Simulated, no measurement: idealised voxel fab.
Process module heading - voxel self aligned vias
Cross-sectional view cut (width: 250 nm; square cell size: 5 nm).
This document writes a cross-section as a grid whose cells are square, and gives it as bands, listed from the top down; one or more rows of cells form a band.
This entry defines a band. It first specifies the height of the band's top and the height of its bottom in nm, and then specifies the band's materials from left to right, stating each material with its width in nm. The word "everywhere" identifies a single material that fills the band from edge to edge, while the word "air" identifies empty space.
Basically, 0 is our baseline, since under it the wafer straight out of the box is all one material. The bottom band has no lower end and keeps on going down, so it looks like "z 0 and below".
Think of "30->40" as a width that walks from the first number to the second as you go down the band, top row to bottom row, taking equal-sized steps from row to row.
What does "all unchanged" mean for a step? It means no cell of the cross-section changed in that step.
"Encapsulated voids" lists enclosed empty spaces (at least 8 cells, no open path upward to the top), each as width x height at distance from the left edge, in nm.
It should be noted that, on the line of a given step, the content following the step's settings is a remark produced by the simulator itself with respect to that step.
The "overlay nm" setting may appear on a step's line; for a step that uses a mask, it gives how far to the right of its planned position the mask lay, and a negative value indicates the left.

# These are the steps we planned for the process
1,RECEIVE, material Si
2,CONFORMAL_DEP, material SiO2, thk nm 15
3,CONFORMAL_DEP, material SiCN, thk nm 5
4,DIRECTIONAL_DEP, material SiO2, thk nm 30
5,DIRECTIONAL_DEP, material aC, thk nm 15
6,PATTERN, tone open, mask id LINES, material resist, width nm 30, pitch nm 75, thk nm 35, overlay nm 0
7,DIRECTIONAL_ETCH, etch materials aC, depth nm 15
8,STRIP, etch materials resist
9,DIRECTIONAL_ETCH, etch materials SiO2, depth nm 30
10,STRIP, etch materials aC
11,CONFORMAL_DEP, material TiN, thk nm 5
12,FILL_DEP, material W, thk nm 10
13,CMP, height nm 50
14,SELECTIVE_ETCH, etch materials W Ru TiN, depth nm 5
15,FILL_DEP, material SiN, thk nm 5
16,CMP, height nm 50
17,DIRECTIONAL_DEP, material SiO2, thk nm 20
18,PATTERN, tone open, mask id VIAS, material resist, width nm 50, pitch nm 150, thk nm 15, overlay nm 0
19,DIRECTIONAL_ETCH, etch materials SiO2, depth nm 20
20,DIRECTIONAL_ETCH, etch materials SiN, depth nm 5
21,STRIP, etch materials resist
22,CONFORMAL_DEP, material TiN, thk nm 5
23,FILL_DEP, material Cu, thk nm 10
24,CMP, height nm 70
25,CONFORMAL_DEP, material SiN, thk nm 5

# as received, after step 1
z 0 and below  Si everywhere
Encapsulated voids: none

# What the wafer looks like in cross-section after this module, when it starts as shown above and follows the plan above but one mistake is made in running it
z 75 to 70  SiN everywhere
z 70 to 55  SiO2=30, then TiN=5, then Cu=40, then TiN=5, then SiO2=100, then TiN=5, then Cu=40, then TiN=5, then SiO2=20
z 55 to 50  SiO2=30, then TiN=10, then Cu=20, then TiN=20, then SiO2=100, then TiN=10, then Cu=20, then TiN=20, then SiO2=20
z 50 to 45  SiO2=35, then TiN=30, then SiO2=45, then SiN=30, then SiO2=45, then TiN=30, then SiO2=35
z 45 to 25  SiO2=35, then TiN=5, then W=20, then TiN=5, then SiO2=45, then TiN=5, then W=20, then TiN=5, then SiO2=45, then TiN=5, then W=20, then TiN=5, then SiO2=35
z 25 to 20  SiO2=35, then TiN=30, then SiO2=45, then TiN=30, then SiO2=45, then TiN=30, then SiO2=35
z 20 to 15  SiCN everywhere
z 15 to 0  SiO2 everywhere
z 0 and below  Si everywhere
Encapsulated voids: none
The mistake made against the process plan was this: the process deviated at step 18: the operation and settings actually run there were PATTERN, tone open, mask id VIAS, material resist, width nm 50, pitch nm 150, thk nm 15, overlay nm 5
